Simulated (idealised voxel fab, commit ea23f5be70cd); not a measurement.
process module | voxel self aligned vias
cross-section cut | 280 nm wide | cells 5 nm
A cross-section is a grid of square cells, given in bands from the top down. A band is one or more rows of cells.
Each band's line starts with the height of the band's top and of its bottom, in nm. Then come its materials from left to right, each with its width in nm. One material with "throughout" fills the band from edge to edge. "air" is empty space.
Height 0 is the level under which the wafer as received is all one material. The lowest band goes on downwards, as in "0 down".
A width such as "30 to 40" changes by the same amount from each row of cells to the next, from the band's top row to its bottom row.
"no change" after a step means that no cell of the cross-section changed.
closed voids: empty space of 8 cells or more with no open way to the top, each as width x height at its distance from the left edge, in nm
after a step's settings: what the simulator itself notes on the step
overlay nm, on a step with a mask: how far to the right of its planned place the mask lay; to the left if negative
plan
1 op RECEIVE | material Si
2 op CONFORMAL_DEP | material SiO2 | thk nm 10
3 op CONFORMAL_DEP | material SiCN | thk nm 5
4 op DIRECTIONAL_DEP | material lowk | thk nm 25
5 op MASKED_ETCH | tone open | mask id LINES | width nm 20 | pitch nm 45 | etch materials lowk | depth nm 25 | overlay nm 0
6 op CONFORMAL_DEP | material TiN | thk nm 5
7 op FILL_DEP | material W | thk nm 10
8 op CMP | height nm 40
9 op SELECTIVE_ETCH | etch materials W Ru TiN | depth nm 5
10 op FILL_DEP | material SiN | thk nm 5
11 op CMP | height nm 40
12 op DIRECTIONAL_DEP | material lowk | thk nm 15
13 op PATTERN | tone open | mask id VIAS | material resist | width nm 30 | thk nm 20 | overlay nm 0
14 op DIRECTIONAL_ETCH | etch materials lowk | depth nm 15
15 op DIRECTIONAL_ETCH | etch materials SiN | depth nm 5
16 op STRIP | etch materials resist
17 op CONFORMAL_DEP | material TiN | thk nm 5
18 op FILL_DEP | material Ru | thk nm 10
19 op CMP | height nm 55
20 op CONFORMAL_DEP | material SiCN | thk nm 5
as received, after step 1
  0 down: Si throughout
  closed voids: none
first wafer at the end, as planned
  60 to 55: SiCN throughout
  55 to 45: lowk 100 | TiN 5 | Ru 20 | TiN 5 | lowk 150
  45 to 40: lowk 100 | TiN 10 | Ru 10 | TiN 10 | lowk 150
  40 to 35: lowk 105 | TiN 20 | lowk 25 | SiN 20 | lowk 110
  35 to 20: lowk 105 | TiN 5 | W 10 | TiN 5 | lowk 25 | TiN 5 | W 10 | TiN 5 | lowk 110
  20 to 15: lowk 105 | TiN 20 | lowk 25 | TiN 20 | lowk 110
  15 to 10: SiCN throughout
  10 to 0: SiO2 throughout
  0 down: Si throughout
  closed voids: none
second wafer at the end: like start, like plan, one mistake
  60 to 55: SiCN throughout
  55 to 45: Ru throughout
  45 to 40: TiN 110 | Ru 10 | TiN 35 | Ru 10 | TiN 115
  40 to 35: lowk 105 | TiN 20 | lowk 25 | TiN 20 | lowk 110
  35 to 20: lowk 105 | TiN 5 | W 10 | TiN 5 | lowk 25 | TiN 5 | W 10 | TiN 5 | lowk 110
  20 to 15: lowk 105 | TiN 20 | lowk 25 | TiN 20 | lowk 110
  15 to 10: SiCN throughout
  10 to 0: SiO2 throughout
  0 down: Si throughout
  closed voids: none
what went wrong: step 13 was left out
at the end the second wafer has, in cells: 106 more of Ru | 4 fewer of SiN | 48 more of TiN | 150 fewer of lowk
